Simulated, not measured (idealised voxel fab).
You're looking at the process module voxel gate over fins.
150 nm wide, 5 nm square cells: that's cross-section cut.
Cross-section, as written here: a square-cell grid given band by band from the top down, where a band holds one or more rows of cells.
Quick guide to a band line: top height, bottom height (nm) up front; then every material left to right with its width in nm. Only one material and it's marked "full width"? Then it fills the band edge to edge. And "air" just means empty space.
Measure heights from 0. That's the level where, below it, the as-received wafer is all one material. The lowest band is bottomless and extends downward; write it as in "0 -> down".
The expression "30..40" gives the width at the extremes of the band, the first number at its top row of cells and the second at its bottom row, with the width changing by equal amounts from each row to the next in between.
You'll sometimes find "same as before" written for a step, and that's the way of saying that nowhere in the cross-section did a cell change during that step.
Under "Enclosed void inventory" you'll find the enclosed gaps, the ones with no way out to the top, that are 8 cells or bigger; each reads width x height at distance, with distance counted from the left edge, everything in nm.
after a step's settings: what the simulator itself notes on the step
The "overlay nm" setting may appear on a step's line; for a step that uses a mask, it gives how far to the right of its planned position the mask lay, and a negative value indicates the left.
# Intended process steps
step 1: op RECEIVE | material Si
step 2: op CONFORMAL_DEP | material SiN | thk nm 5
step 3: op DIRECTIONAL_DEP | material aC | thk nm 10
step 4: op PATTERN | tone cover | mask id FINS | material resist | width nm 15 | pitch nm 40 | thk nm 25 | overlay nm 0
step 5: op DIRECTIONAL_ETCH | etch materials aC | depth nm 10
step 6: op STRIP | etch materials resist
step 7: op DIRECTIONAL_ETCH | etch materials SiN | depth nm 5
step 8: op DIRECTIONAL_ETCH | etch materials Si | depth nm 30
step 9: op STRIP | etch materials aC
step 10: op FILL_DEP | material SiO2 | thk nm 10
step 11: op CMP | height nm 5
step 12: op SELECTIVE_ETCH | etch materials SiO2 | depth nm 15
step 13: op STRIP | etch materials SiN
step 14: op CONFORMAL_DEP | material HfO2 | thk nm 5
step 15: op CONFORMAL_DEP | material TiN | thk nm 5
step 16: op FILL_DEP | material W | thk nm 10
step 17: op CMP | height nm 15
step 18: op CONFORMAL_DEP | material SiN | thk nm 5
# Here's what the wafer looked like in cross-section when it arrived - that's after step 1
0 -> down | Si full width
Enclosed void inventory: none
# Cross-section taken at module completion on the first of two wafers; processed per the plan
20 -> 15 | SiN full width
15 -> 10 | W full width
10 -> 5 | W 35 nm  TiN 35 nm  W 5 nm  TiN 35 nm  W 40 nm
5 -> 0 | W 35 nm  TiN 5 nm  HfO2 25 nm  TiN 5 nm  W 5 nm  TiN 5 nm  HfO2 25 nm  TiN 5 nm  W 40 nm
0 -> -5 | TiN 40 nm  HfO2 5 nm  Si 15 nm  HfO2 5 nm  TiN 15 nm  HfO2 5 nm  Si 15 nm  HfO2 5 nm  TiN 45 nm
-5 -> -10 | HfO2 45 nm  Si 15 nm  HfO2 25 nm  Si 15 nm  HfO2 50 nm
-10 -> -30 | SiO2 45 nm  Si 15 nm  SiO2 25 nm  Si 15 nm  SiO2 50 nm
-30 -> down | Si full width
Enclosed void inventory: none
# This is the second of the two wafers, cross-sectioned at the end of the module; it started exactly like the first and was given the same plan, but it was run with one mistake
20 -> 15 | SiN full width
15 -> 10 | W full width
10 -> 5 | W 35 nm  TiN 80 nm  W 35 nm
5 -> 0 | W 35 nm  TiN 5 nm  HfO2 30 nm  TiN 10 nm  HfO2 30 nm  TiN 5 nm  W 35 nm
0 -> -5 | TiN 40 nm  HfO2 5 nm  Si 20 nm  HfO2 5 nm  TiN 10 nm  HfO2 5 nm  Si 20 nm  HfO2 5 nm  TiN 40 nm
-5 -> -10 | HfO2 45 nm  Si 20 nm  HfO2 20 nm  Si 20 nm  HfO2 45 nm
-10 -> -30 | SiO2 45 nm  Si 20 nm  SiO2 20 nm  Si 20 nm  SiO2 45 nm
-30 -> down | Si full width
Enclosed void inventory: none
Against the plan, the run slipped here: in deviation from the planned setting, step 4 was conducted as op PATTERN | tone cover | mask id FINS | material resist | width nm 20 | pitch nm 40 | thk nm 25 | overlay nm 0
Counted in cells at the end, the second wafer holds more or fewer of these materials than the first: Si +12, SiO2 -8, W -4
